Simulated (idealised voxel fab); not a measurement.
This is a process module. Its name is voxel released beams.
260 nm wide, 5 nm square cells: that's cross-section cut.
Reading order for cross-sections: top band down to bottom band. Underlying form: a grid of square cells. Band size: one or more rows of cells. This entry defines a band. It first specifies the height of the band's top and the height of its bottom in nm, and then specifies the band's materials from left to right, stating each material with its width in nm. The word "edge to edge" identifies a single material that fills the band from edge to edge, while the word "empty" identifies empty space. Counting heights begins at 0, where everything beneath is, in the wafer as received, one material. The lowest band has no bottom; it goes on downwards, as "z 0 and below" shows. You'd read "30->40" like this: the band's top row of cells is as wide as the first number, its bottom row is as wide as the second, and going down, every row changes width by the same amount as the row before did. Step note "no alteration" = no cross-section cell changed. Reported under the label "Fully sealed cavities" are the empty spaces having no open way to the top and comprising 8 cells or more; the notation for each is width x height at distance, in which the distance is measured from the left edge and all three values are in nm. That trailing text on a step's line, after the settings, is the simulator's own remark on the step. overlay nm: step with mask; distance mask lay right of planned place; negative value = left of planned place.
Plan:
1) RECEIVE [material Si]
2) CONFORMAL_DEP [material SiN] [thk nm 10]
3) DIRECTIONAL_DEP [material SiO2] [thk nm 20]
4) PATTERN [tone open] [mask id ANCHOR] [material resist] [width nm 45] [thk nm 15] [overlay nm 0]
5) DIRECTIONAL_ETCH [etch materials SiO2] [depth nm 20]
6) STRIP [etch materials resist]
7) CONFORMAL_DEP [material polySi] [thk nm 15]
8) DIRECTIONAL_DEP [material aC] [thk nm 10]
9) PATTERN [tone cover] [mask id BEAM] [material resist] [width nm 95] [thk nm 25] [overlay nm 0]
10) DIRECTIONAL_ETCH [etch materials aC] [depth nm 10]
11) STRIP [etch materials resist]
12) DIRECTIONAL_ETCH [etch materials polySi] [depth nm 15]
13) STRIP [etch materials aC]
14) STRIP [etch materials SiO2]
Delivered wafer in cross-section: state after step 1:
- z 0 and below = Si edge to edge
- Fully sealed cavities: none
First of two wafers at the end of the module, shown in cross-section; run carried out as planned:
- z 45 to 30 = empty (80) | polySi (20) | empty (15) | polySi (60) | empty (85)
- z 30 to 25 = empty (85) | polySi (15) | empty (15) | polySi (15) | empty (130)
- z 25 to 10 = empty (85) | polySi (45) | empty (130)
- z 10 to 0 = SiN edge to edge
- z 0 and below = Si edge to edge
- Fully sealed cavities: none
Wafer two (of two), end-of-module cross-section: start = wafer one, plan = wafer one, one run mistake:
- z 45 to 30 = empty (80) | polySi (25) | empty (5) | polySi (65) | empty (85)
- z 30 to 25 = empty (90) | polySi (15) | empty (5) | polySi (15) | empty (135)
- z 25 to 10 = empty (90) | polySi (35) | empty (135)
- z 10 to 0 = SiN edge to edge
- z 0 and below = Si edge to edge
- Fully sealed cavities: none
Diagnosis: contrary to plan, step 4 was performed as PATTERN [tone open] [mask id ANCHOR] [material resist] [width nm 35] [thk nm 15] [overlay nm 0]
At the close, every material occupies the same number of cells on the second wafer as on the first, only in different positions.
